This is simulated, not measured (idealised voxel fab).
Title: Process Module voxel self aligned vias
Section shown: cut. Width: 160 nm. Cell size: 5 nm, square.
In this document a cross-section is written as a grid of square cells. It is given as a series of bands, listed from the top down, and a band is one or more rows of cells. It is stipulated that each band's entry specify, in nanometres, the height of the top of the band and then that of its bottom, followed by the materials of the band in left-to-right sequence, each together with its width in nanometres. A single material marked by the word "everywhere" is understood to fill the band from edge to edge; the word "blank" is understood to denote empty space. Convention: height 0 is the level below which the wafer, as received, is all one material. The lowest band does not terminate at the bottom but continues downward, represented as "0..down". Quick explanation for "30..40": the width changes in equal steps down the rows of cells, from the first number in the band's top row to the second number in its bottom row. You'll sometimes find "everything unchanged" written for a step, and that's the way of saying that nowhere in the cross-section did a cell change during that step. The entry titled "Closed void catalog" provides the empty spaces that have no open way to the top, restricted to those of 8 cells or more. Each is presented as width x height at distance, the distance being measured from the left edge, with all three in nm. Anything after a step's settings on that line? It's the simulator's own note about the step. If you see "overlay nm" on a step's line and that step has a mask, it's telling you how far right of where it was planned the mask ended up; a negative number means it went left instead.
-- The following list gives the planned process steps
1 RECEIVE with material Si
2 CONFORMAL_DEP with material SiO2, thk nm 15
3 CONFORMAL_DEP with material SiCN, thk nm 5
4 DIRECTIONAL_DEP with material SiO2, thk nm 25
5 MASKED_ETCH with tone open, mask id LINES, width nm 25, pitch nm 50, etch materials SiO2, depth nm 25, overlay nm 0
6 CONFORMAL_DEP with material TiN, thk nm 5
7 FILL_DEP with material Ru, thk nm 10
8 CMP with height nm 45
9 SELECTIVE_ETCH with etch materials W Ru TiN, depth nm 10
10 FILL_DEP with material SiN, thk nm 5
11 CMP with height nm 45
12 DIRECTIONAL_DEP with material SiO2, thk nm 20
13 PATTERN with tone open, mask id VIAS, material resist, width nm 35, pitch nm 50, thk nm 20, overlay nm 0
14 DIRECTIONAL_ETCH with etch materials SiO2, depth nm 20
15 DIRECTIONAL_ETCH with etch materials SiN, depth nm 10
16 STRIP with etch materials resist
17 CONFORMAL_DEP with material TiN, thk nm 5
18 FILL_DEP with material W, thk nm 10
19 CMP with height nm 65
20 CONFORMAL_DEP with material SiCN, thk nm 5
-- Cross-section of the wafer at receipt, which is the condition after step 1
> 0..down  Si everywhere
> Closed void catalog: none
-- Final cross-section, module run with one mistake (start and plan as above)
> 70..65  SiCN everywhere
> 65..50  W=30, then TiN=5, then SiO2=35, then TiN=5, then W=5, then TiN=5, then SiO2=35, then TiN=5, then W=35
> 50..45  TiN=35, then SiO2=35, then TiN=15, then SiO2=35, then TiN=40
> 45..35  SiO2=40, then SiN=25, then SiO2=25, then SiN=25, then SiO2=45
> 35..25  SiO2=40, then TiN=5, then Ru=15, then TiN=5, then SiO2=25, then TiN=5, then Ru=15, then TiN=5, then SiO2=45
> 25..20  SiO2=40, then TiN=25, then SiO2=25, then TiN=25, then SiO2=45
> 20..15  SiCN everywhere
> 15..0  SiO2 everywhere
> 0..down  Si everywhere
> Closed void catalog: none
Heads up, the wafer didn't run the way we planned it: step 13 changed vs plan, executed as PATTERN with tone cover, mask id VIAS, material resist, width nm 35, pitch nm 50, thk nm 20, overlay nm 0
